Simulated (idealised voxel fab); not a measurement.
process module | voxel tone inversion
cross-section cut | 295 nm wide | cells 5 nm
A cross-section is a grid of square cells, given in bands from the top down. A band is one or more rows of cells.
Each band's line starts with the height of the band's top and of its bottom, in nm. Then come its materials from left to right, each with its width in nm. One material with "throughout" fills the band from edge to edge. "air" is empty space.
Height 0 is the level under which the wafer as received is all one material. The lowest band goes on downwards, as in "0 down".
A width such as "30 to 40" changes by the same amount from each row of cells to the next, from the band's top row to its bottom row.
"no change" after a step means that no cell of the cross-section changed.
closed voids: empty space of 8 cells or more with no open way to the top, each as width x height at its distance from the left edge, in nm
after a step's settings: what the simulator itself notes on the step
overlay nm, on a step with a mask: how far to the right of its planned place the mask lay; to the left if negative
plan
1 op RECEIVE | material Si
2 op CONFORMAL_DEP | material SiN | thk nm 5
3 op DIRECTIONAL_DEP | material aC | thk nm 20
4 op PATTERN | tone cover | mask id POSTS | material resist | width nm 15 | pitch nm 30 | thk nm 25 | overlay nm 0
5 op DIRECTIONAL_ETCH | etch materials aC | depth nm 20
6 op STRIP | etch materials resist
7 op FILL_DEP | material SiO2 | thk nm 5
8 op CMP | height nm 25
9 op STRIP | etch materials aC
as received, after step 1
  0 down: Si throughout
  closed voids: none
a wafer at the end: this start, this plan, one mistake
  25 to 20: SiN throughout
  20 to 0: aC throughout
  0 down: Si throughout
  closed voids: none
what went wrong: steps 2 and 3 were swapped
